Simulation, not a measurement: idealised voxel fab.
Process module heading - voxel spacer lines
175 nm wide, 5 nm square cells: that's cross-section cut.
Cross-section = grid of square cells, listed top down in bands; band = one or more rows.
Each band's line starts with the height of the band's top and of its bottom, in nm. Then come its materials from left to right, each with its width in nm. One material with "edge to edge" fills the band from edge to edge. "air" is empty space.
Note: height 0 marks the level under which the wafer is uniformly one material as received. Lowest band unbounded below, written "top 0, no bottom".
Quick explanation for "30 to 40": the width changes in equal steps down the rows of cells, from the first number in the band's top row to the second number in its bottom row.
No cell of the cross-section changed in a step that is given as "nothing was modified".
Under "Sealed void listing" you'll find the enclosed gaps, the ones with no way out to the top, that are 8 cells or bigger; each reads width x height at distance, with distance counted from the left edge, everything in nm.
Text after the settings on a step's line: the simulator's own remark on that step.
Steps that use a mask can have "overlay nm" on their line. It says how far the mask sat to the right of where it was meant to be. Negative means to the left.
**Process steps foreseen in the plan**
1) RECEIVE [material Si]
2) CONFORMAL_DEP [material Al2O3] [thk nm 10]
3) DIRECTIONAL_DEP [material W] [thk nm 15]
4) DIRECTIONAL_DEP [material polySi] [thk nm 30]
5) PATTERN [tone cover] [mask id MANDREL] [material resist] [width nm 15] [pitch nm 50] [thk nm 35] [overlay nm 0]
6) DIRECTIONAL_ETCH [etch materials polySi] [depth nm 30]
7) STRIP [etch materials resist]
8) CONFORMAL_DEP [material SiO2] [thk nm 10]
9) DIRECTIONAL_ETCH [etch materials SiO2] [depth nm 10]
10) STRIP [etch materials polySi]
11) DIRECTIONAL_ETCH [etch materials W] [depth nm 15]
12) STRIP [etch materials SiO2]
13) FILL_DEP [material lowk] [thk nm 10]
14) CMP [height nm 25]
**First of two wafers, processed according to plan**
**Received-state cross-section, reflecting completion of step 1**
top 0, no bottom: Si edge to edge
Sealed void listing: none
**Wafer after step 2 (cross-section)**
top 10, bottom 0: Al2O3 edge to edge
Below 0, no change.
**Wafer after step 3 (cross-section)**
top 25, bottom 10: W edge to edge
Below 10, no change.
**Wafer after step 4 (cross-section)**
top 55, bottom 25: polySi edge to edge
Below 25, no change.
**Wafer after step 5 (cross-section)**
top 90, bottom 55: 30 air / 15 resist / 35 air / 15 resist / 35 air / 15 resist / 30 air
Below 55, no change.
**Wafer after step 6 (cross-section)**
top 90, bottom 55: 30 air / 15 resist / 35 air / 15 resist / 35 air / 15 resist / 30 air
top 55, bottom 25: 30 air / 15 polySi / 35 air / 15 polySi / 35 air / 15 polySi / 30 air
Below 25, no change.
**Wafer after step 7 (cross-section)**
top 55, bottom 25: 30 air / 15 polySi / 35 air / 15 polySi / 35 air / 15 polySi / 30 air
Below 25, no change.
**Wafer after step 8 (cross-section)**
top 65, bottom 55: 20 air / 35 SiO2 / 15 air / 35 SiO2 / 15 air / 35 SiO2 / 20 air
top 55, bottom 35: 20 air / 10 SiO2 / 15 polySi / 10 SiO2 / 15 air / 10 SiO2 / 15 polySi / 10 SiO2 / 15 air / 10 SiO2 / 15 polySi / 10 SiO2 / 20 air
top 35, bottom 25: 30 SiO2 / 15 polySi / 35 SiO2 / 15 polySi / 35 SiO2 / 15 polySi / 30 SiO2
Below 25, no change.
**Wafer after step 9 (cross-section)**
top 55, bottom 25: 20 air / 10 SiO2 / 15 polySi / 10 SiO2 / 15 air / 10 SiO2 / 15 polySi / 10 SiO2 / 15 air / 10 SiO2 / 15 polySi / 10 SiO2 / 20 air
Below 25, no change.
**Wafer after step 10 (cross-section)**
top 55, bottom 25: 20 air / 10 SiO2 / 15 air / 10 SiO2 / 15 air / 10 SiO2 / 15 air / 10 SiO2 / 15 air / 10 SiO2 / 15 air / 10 SiO2 / 20 air
Below 25, no change.
**Wafer after step 11 (cross-section)**
top 55, bottom 25: 20 air / 10 SiO2 / 15 air / 10 SiO2 / 15 air / 10 SiO2 / 15 air / 10 SiO2 / 15 air / 10 SiO2 / 15 air / 10 SiO2 / 20 air
top 25, bottom 10: 20 air / 10 W / 15 air / 10 W / 15 air / 10 W / 15 air / 10 W / 15 air / 10 W / 15 air / 10 W / 20 air
Below 10, no change.
**Wafer after step 12 (cross-section)**
top 25, bottom 10: 20 air / 10 W / 15 air / 10 W / 15 air / 10 W / 15 air / 10 W / 15 air / 10 W / 15 air / 10 W / 20 air
Below 10, no change.
**Wafer after step 13 (cross-section)**
top 35, bottom 25: lowk edge to edge
top 25, bottom 10: 20 lowk / 10 W / 15 lowk / 10 W / 15 lowk / 10 W / 15 lowk / 10 W / 15 lowk / 10 W / 15 lowk / 10 W / 20 lowk
Below 10, no change.
**Wafer after step 14 (cross-section)**
top 25, bottom 10: 20 lowk / 10 W / 15 lowk / 10 W / 15 lowk / 10 W / 15 lowk / 10 W / 15 lowk / 10 W / 15 lowk / 10 W / 20 lowk
Below 10, no change.
**Notes, second wafer: start = first wafer's, plan = first wafer's, execution had one mistake; history identical to first through step 5**
**Second wafer shown in cross-section at the time step 6 was slated to end**
top 90, bottom 55: 30 air / 15 resist / 35 air / 15 resist / 35 air / 15 resist / 30 air
top 55, bottom 25: 30 air / 15 polySi / 35 air / 15 polySi / 35 air / 15 polySi / 30 air
Below 25, no change.
**Second wafer shown in cross-section at the time step 7 was slated to end**
top 55, bottom 25: 30 air / 15 polySi / 35 air / 15 polySi / 35 air / 15 polySi / 30 air
Below 25, no change.
**Second wafer shown in cross-section at the time step 8 was slated to end**
top 65, bottom 55: 20 air / 35 SiO2 / 15 air / 35 SiO2 / 15 air / 35 SiO2 / 20 air
top 55, bottom 35: 20 air / 10 SiO2 / 15 polySi / 10 SiO2 / 15 air / 10 SiO2 / 15 polySi / 10 SiO2 / 15 air / 10 SiO2 / 15 polySi / 10 SiO2 / 20 air
top 35, bottom 25: 30 SiO2 / 15 polySi / 35 SiO2 / 15 polySi / 35 SiO2 / 15 polySi / 30 SiO2
Below 25, no change.
**Second wafer shown in cross-section at the time step 9 was slated to end**
top 55, bottom 25: 20 air / 10 SiO2 / 15 polySi / 10 SiO2 / 15 air / 10 SiO2 / 15 polySi / 10 SiO2 / 15 air / 10 SiO2 / 15 polySi / 10 SiO2 / 20 air
Below 25, no change.
**Second wafer shown in cross-section at the time step 10 was slated to end**
top 55, bottom 25: 20 air / 10 SiO2 / 15 air / 10 SiO2 / 15 air / 10 SiO2 / 15 air / 10 SiO2 / 15 air / 10 SiO2 / 15 air / 10 SiO2 / 20 air
Below 25, no change.
**Second wafer shown in cross-section at the time step 11 was slated to end**
top 55, bottom 25: 20 air / 10 SiO2 / 15 air / 10 SiO2 / 15 air / 10 SiO2 / 15 air / 10 SiO2 / 15 air / 10 SiO2 / 15 air / 10 SiO2 / 20 air
top 25, bottom 10: 20 air / 10 W / 15 air / 10 W / 15 air / 10 W / 15 air / 10 W / 15 air / 10 W / 15 air / 10 W / 20 air
Below 10, no change.
**Second wafer shown in cross-section at the time step 12 was slated to end**
top 25, bottom 10: 20 air / 10 W / 15 air / 10 W / 15 air / 10 W / 15 air / 10 W / 15 air / 10 W / 15 air / 10 W / 20 air
Below 10, no change.
**Second wafer shown in cross-section at the time step 13 was slated to end**
top 35, bottom 25: lowk edge to edge
top 25, bottom 10: 20 lowk / 10 W / 15 lowk / 10 W / 15 lowk / 10 W / 15 lowk / 10 W / 15 lowk / 10 W / 15 lowk / 10 W / 20 lowk
Below 10, no change.
**Second wafer shown in cross-section at the time step 14 was slated to end**
top 25, bottom 10: 20 lowk / 10 W / 15 lowk / 10 W / 15 lowk / 10 W / 15 lowk / 10 W / 15 lowk / 10 W / 15 lowk / 10 W / 20 lowk
Below 10, no change.
What was done differently from what was planned? step 6 of the plan was carried out twice
Final cross-sections of the two wafers are identical, so the mistake has no effect on what this model computes.
